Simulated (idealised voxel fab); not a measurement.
Process module heading - voxel capacitor over wiring
285 nm wide, 5 nm square cells: that's cross-section cut.
Cross-sections here: square-cell grids, written as top-down lists of bands, a band being one or more rows of cells.
Top, bottom (nm), then materials left to right with widths (nm); lone material tagged "throughout" fills the whole band edge to edge; "blank" = empty space.
It should be noted that heights are counted from 0, beneath which the wafer as supplied is of one material throughout, and that the lowest band possesses no lower boundary but continues downward, as written in "0 down".
Top row gets the first number, bottom row gets the second, and each row in between changes by the same step: that is how a band width like "30->40" works.
Where the words "nothing different" appear for a step, the cross-section shows no cell changed by that step; every cell remained as before.
"Unvented voids" specifies each empty space that is not open to the top and that occupies no fewer than 8 cells, using the form width x height at distance, the distance measured from the left edge and all three quantities in nm.
Post-settings text on a step line: simulator's own remark regarding the step.
What "overlay nm" on a step's line means: if the step has a mask, that mask lay this far to the right of its planned place, or, when the value is negative, to the left.
LISTED BELOW ARE THE PROCESS STEPS AS PLANNED
1,RECEIVE: material Si
2,CONFORMAL_DEP: material SiO2, thk nm 15
3,DIRECTIONAL_DEP: material TiN, thk nm 5
4,DIRECTIONAL_DEP: material W, thk nm 25
5,MASKED_ETCH: tone cover, mask id METAL_1, width nm 20, pitch nm 85, etch materials W, depth nm 25, overlay nm 0
6,MASKED_ETCH: tone cover, mask id METAL_1, width nm 20, pitch nm 85, etch materials TiN, depth nm 5, overlay nm 0
7,CONFORMAL_DEP: material SiCN, thk nm 5
8,FILL_DEP: material SiO2, thk nm 5
9,CMP: height nm 45
10,CONFORMAL_DEP: material SiCN, thk nm 5
11,DIRECTIONAL_DEP: material SiO2, thk nm 15
12,PATTERN: tone open, mask id PLUG_1, material resist, width nm 15, thk nm 20, overlay nm 0
13,DIRECTIONAL_ETCH: etch materials SiO2, depth nm 15
14,DIRECTIONAL_ETCH: etch materials SiCN, depth nm 5
15,STRIP: etch materials resist
16,EPI: material Ru, thk nm 10
17,EPI: material Ru, thk nm 10
18,DIRECTIONAL_DEP: material TiN, thk nm 5
19,DIRECTIONAL_DEP: material SiN, thk nm 5
20,DIRECTIONAL_DEP: material TiN, thk nm 5
21,MASKED_ETCH: tone cover, mask id UPPER_PLATE, width nm 70, etch materials TiN, depth nm 5, overlay nm 0
22,MASKED_ETCH: tone cover, mask id UPPER_PLATE, width nm 70, etch materials SiN, depth nm 5, overlay nm 0
23,MASKED_ETCH: tone cover, mask id LOWER_PLATE, width nm 80, etch materials TiN, depth nm 5, overlay nm 0
24,FILL_DEP: material SiO2, thk nm 20
25,CMP: height nm 95
26,PATTERN: tone open, mask id PLUG_2, material resist, width nm 15, thk nm 15, overlay nm 0
27,DIRECTIONAL_ETCH: etch materials SiO2, depth nm 15
28,STRIP: etch materials resist
29,CONFORMAL_DEP: material TiN, thk nm 5
30,FILL_DEP: material Cu, thk nm 5
31,CMP: height nm 95
32,CONFORMAL_DEP: material SiN, thk nm 5
THE CROSS-SECTION HERE SHOWS THE WAFER AS RECEIVED, I.E. IN ITS STATE AFTER STEP 1
  0 down  Si throughout
  Unvented voids: none
SECTIONED VIEW, FIRST OF TWO WAFERS, AT THE CLOSE OF THE MODULE, PROCESSED AS INTENDED IN THE PLAN
  100 to 95  SiN throughout
  95 to 85  SiO2 105  TiN 5  Cu 5  TiN 5  SiO2 165
  85 to 75  SiO2 105->95  TiN 15->70  SiO2 165->120
  75 to 70  SiO2 95  SiN 70  SiO2 120
  70 to 65  SiO2 90  TiN 80  SiO2 115
  65 to 50  SiO2 95  Ru 15  SiO2 175
  50 to 45  SiCN 95  Ru 15  SiCN 175
  45 to 20  SiO2 85  SiCN 5  W 20  SiCN 5  SiO2 55  SiCN 5  W 20  SiCN 5  SiO2 85
  20 to 15  SiCN 90  TiN 20  SiCN 65  TiN 20  SiCN 90
  15 to 0  SiO2 throughout
  0 down  Si throughout
  Unvented voids: none
SO THIS IS WAFER NUMBER TWO OF THE TWO, CUT AT THE END OF THE MODULE - IT STARTED WHERE THE FIRST DID AND HAD THE SAME PLAN, WE JUST GOT ONE THING WRONG RUNNING IT
  100 to 95  SiN throughout
  95 to 85  SiO2 105->95  TiN 15->25  SiO2 165
  85 to 80  SiO2 95  SiN 25  SiO2 165
  80 to 75  SiO2 90  TiN 75  SiO2 120
  75 to 70  SiO2 85  Ru 35  SiN 45  SiO2 120
  70 to 65  SiO2 85  Ru 35  TiN 50  SiO2 115
  65 to 50  SiO2 95  Ru 15  SiO2 175
  50 to 45  SiCN 95  Ru 15  SiCN 175
  45 to 20  SiO2 85  SiCN 5  W 20  SiCN 5  SiO2 55  SiCN 5  W 20  SiCN 5  SiO2 85
  20 to 15  SiCN 90  TiN 20  SiCN 65  TiN 20  SiCN 90
  15 to 0  SiO2 throughout
  0 down  Si throughout
  Unvented voids: none
Finding, execution versus plan: one of steps 16 and 17 run twice (steps identical, which one unknown)
At the finish, the second wafer shows more or fewer cells for some materials than the first does: Cu: 2 fewer, Ru: 14 more, SiO2: 8 fewer, TiN: 4 fewer
